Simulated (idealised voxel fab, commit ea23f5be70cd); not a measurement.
Process module heading - voxel ribs on slabs
In the cross-section labelled cut, the width is 140 nm and each square cell is 5 nm.
In this document a cross-section is written as a grid of square cells. It is given as a series of bands, listed from the top down, and a band is one or more rows of cells. In this notation a band is specified by the heights of its top and bottom, in that order and in nm, after which its materials appear from left to right, each paired with its width in nm. The word "throughout" attached to a single material means that material fills the band from edge to edge; the word "empty" stands for empty space. Counting heights begins at 0, where everything beneath is, in the wafer as received, one material. The lowest band has no bottom; it goes on downwards, as "0 -> down" shows. Read "30 to 40" as a graded width: first number on top, second number at the bottom, same change between each pair of neighbouring rows. Where the words "same as before" appear for a step, the cross-section shows no cell changed by that step; every cell remained as before. For the entry "Unvented internal voids", the listed items are empty spaces with no open way to the top whose size is 8 cells or more; each item follows the pattern width x height at distance, where distance is from the left edge and all three are in nm. after a step's settings: what the simulator itself notes on the step. overlay nm: for a step with a mask, the amount by which the mask lay right of where it was planned; a negative amount means left of it.
Listed below are the process steps as planned:
step 1: RECEIVE [material Si]
step 2: DIRECTIONAL_DEP [material SiO2] [thk nm 30]
step 3: DIRECTIONAL_DEP [material SiN] [thk nm 20]
step 4: DIRECTIONAL_DEP [material aC] [thk nm 15]
step 5: PATTERN [tone cover] [mask id RIB] [material resist] [width nm 20] [thk nm 35] [overlay nm 0]
step 6: DIRECTIONAL_ETCH [etch materials aC] [depth nm 15]
step 7: STRIP [etch materials resist]
step 8: DIRECTIONAL_ETCH [etch materials SiN] [depth nm 10]
step 9: STRIP [etch materials aC]
step 10: DIRECTIONAL_DEP [material aC] [thk nm 15]
step 11: PATTERN [tone cover] [mask id SLAB] [material resist] [width nm 50] [thk nm 35] [overlay nm 0]
step 12: DIRECTIONAL_ETCH [etch materials aC] [depth nm 15]
step 13: STRIP [etch materials resist]
step 14: DIRECTIONAL_ETCH [etch materials SiN] [depth nm 10]
step 15: STRIP [etch materials aC]
step 16: FILL_DEP [material SiO2] [thk nm 25]
step 17: CMP [height nm 65]
step 18: DIRECTIONAL_DEP [material TiN] [thk nm 5]
step 19: DIRECTIONAL_DEP [material aC] [thk nm 10]
step 20: PATTERN [tone cover] [mask id HEATER] [material resist] [width nm 30] [thk nm 25] [overlay nm 0]
step 21: DIRECTIONAL_ETCH [etch materials aC] [depth nm 10]
step 22: STRIP [etch materials resist]
step 23: DIRECTIONAL_ETCH [etch materials TiN] [depth nm 5]
step 24: STRIP [etch materials aC]
step 25: CONFORMAL_DEP [material SiN] [thk nm 10]
This is the cross-section of the wafer as we received it, i.e. after step 1:
  0 -> down: Si throughout
  Unvented internal voids: none
Wafer cross-section at module end: first of two, run to plan:
  80 -> 75: empty: 45 | SiN: 50 | empty: 45
  75 -> 70: SiN throughout
  70 -> 65: SiN: 55 | TiN: 30 | SiN: 55
  65 -> 50: SiO2 throughout
  50 -> 40: SiO2: 60 | SiN: 20 | SiO2: 60
  40 -> 30: SiO2: 45 | SiN: 50 | SiO2: 45
  30 -> 0: SiO2 throughout
  0 -> down: Si throughout
  Unvented internal voids: none
Second of two wafers, module complete, sectioned: it shares the first wafer's start and plan but was run with one mistake:
  80 -> 75: empty: 45 | SiN: 50 | empty: 45
  75 -> 70: SiN throughout
  70 -> 65: SiN: 55 | TiN: 30 | SiN: 55
  65 -> 60: SiO2: 45 | SiN: 50 | SiO2: 45
  60 -> 0: SiO2 throughout
  0 -> down: Si throughout
  Unvented internal voids: none
Short version of what went wrong: step 2 of the plan was performed twice
Materials where the second wafer ends with more or fewer cells than the first: SiN: 18 fewer; SiO2: 18 more
